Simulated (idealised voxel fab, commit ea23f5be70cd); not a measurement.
Process module in this document: voxel trench capacitor
Section cut is 185 nm wide and gridded with 5 nm square cells.
How to read a cross-section here: the picture is a grid of square cells, written as bands going from the top down, and any band can span one or more rows of cells. For a band, the entry starts with two heights in nm, that of the top and then that of the bottom, and carries on with the band's materials in order from left to right, each alongside its width in nm; the word "all across" beside a single material means it fills the band edge to edge, and "air" means empty space. All heights in this document are referenced to 0, defined as the level beneath which the wafer, as received, consists entirely of one material. The lowest band is not bounded below; it extends indefinitely downward and is written in the form "0 nm and below". Graded width ("30..40"): value in top row of band = first number; value in bottom row = second number; row-to-row change constant. You'll sometimes find "changes: none" written for a step, and that's the way of saying that nowhere in the cross-section did a cell change during that step. "Enclosed voids" - sealed voids, min. 8 cells, no opening to top; format: width x height at distance (distance from left edge; nm throughout). That trailing text on a step's line, after the settings, is the simulator's own remark on the step. "overlay nm" answers the question of how far to the right of plan the mask lay on a step that has a mask, and when it is negative the answer is to the left.

Listed below are the process steps as planned:
1. RECEIVE with material Si
2. CONFORMAL_DEP with material SiN, thk nm 5
3. DIRECTIONAL_DEP with material aC, thk nm 10
4. PATTERN with tone open, mask id TRENCH, material resist, width nm 20, pitch nm 45, thk nm 25, overlay nm 0
5. DIRECTIONAL_ETCH with etch materials aC, depth nm 10
6. STRIP with etch materials resist
7. DIRECTIONAL_ETCH with etch materials SiN, depth nm 5
8. DIRECTIONAL_ETCH with etch materials Si, depth nm 40
9. STRIP with etch materials aC
10. CONFORMAL_DEP with material Al2O3, thk nm 5
11. FILL_DEP with material polySi, thk nm 10
12. CMP with height nm 5

Cross-section of the incoming wafer, state after step 1:
* 0 nm and below | Si all across
* Enclosed voids: none

Post-module cross-section of the first of two wafers (run per plan):
* 5 nm to 0 nm | SiN: 15 / Al2O3: 5 / polySi: 10 / Al2O3: 5 / SiN: 25 / Al2O3: 5 / polySi: 10 / Al2O3: 5 / SiN: 25 / Al2O3: 5 / polySi: 10 / Al2O3: 5 / SiN: 25 / Al2O3: 5 / polySi: 10 / Al2O3: 5 / SiN: 15
* 0 nm to -35 nm | Si: 15 / Al2O3: 5 / polySi: 10 / Al2O3: 5 / Si: 25 / Al2O3: 5 / polySi: 10 / Al2O3: 5 / Si: 25 / Al2O3: 5 / polySi: 10 / Al2O3: 5 / Si: 25 / Al2O3: 5 / polySi: 10 / Al2O3: 5 / Si: 15
* -35 nm to -40 nm | Si: 15 / Al2O3: 20 / Si: 25 / Al2O3: 20 / Si: 25 / Al2O3: 20 / Si: 25 / Al2O3: 20 / Si: 15
* -40 nm and below | Si all across
* Enclosed voids: none

Wafer two, end of module, cross-section. Same start, same plan as wafer one. One mistake in the run:
* 20 nm to 10 nm | polySi all across
* 10 nm to 5 nm | Al2O3: 20 / polySi: 10 / Al2O3: 35 / polySi: 10 / Al2O3: 35 / polySi: 10 / Al2O3: 35 / polySi: 10 / Al2O3: 20
* 5 nm to 0 nm | SiN: 15 / Al2O3: 5 / polySi: 10 / Al2O3: 5 / SiN: 25 / Al2O3: 5 / polySi: 10 / Al2O3: 5 / SiN: 25 / Al2O3: 5 / polySi: 10 / Al2O3: 5 / SiN: 25 / Al2O3: 5 / polySi: 10 / Al2O3: 5 / SiN: 15
* 0 nm to -35 nm | Si: 15 / Al2O3: 5 / polySi: 10 / Al2O3: 5 / Si: 25 / Al2O3: 5 / polySi: 10 / Al2O3: 5 / Si: 25 / Al2O3: 5 / polySi: 10 / Al2O3: 5 / Si: 25 / Al2O3: 5 / polySi: 10 / Al2O3: 5 / Si: 15
* -35 nm to -40 nm | Si: 15 / Al2O3: 20 / Si: 25 / Al2O3: 20 / Si: 25 / Al2O3: 20 / Si: 25 / Al2O3: 20 / Si: 15
* -40 nm and below | Si all across
* Enclosed voids: none
Diagnosis: step 12 of the plan: omitted, not performed
It is noted that, at the conclusion of processing, the second wafer exhibits a higher or lower cell count for certain materials relative to the first: 29 more of Al2O3, 82 more of polySi
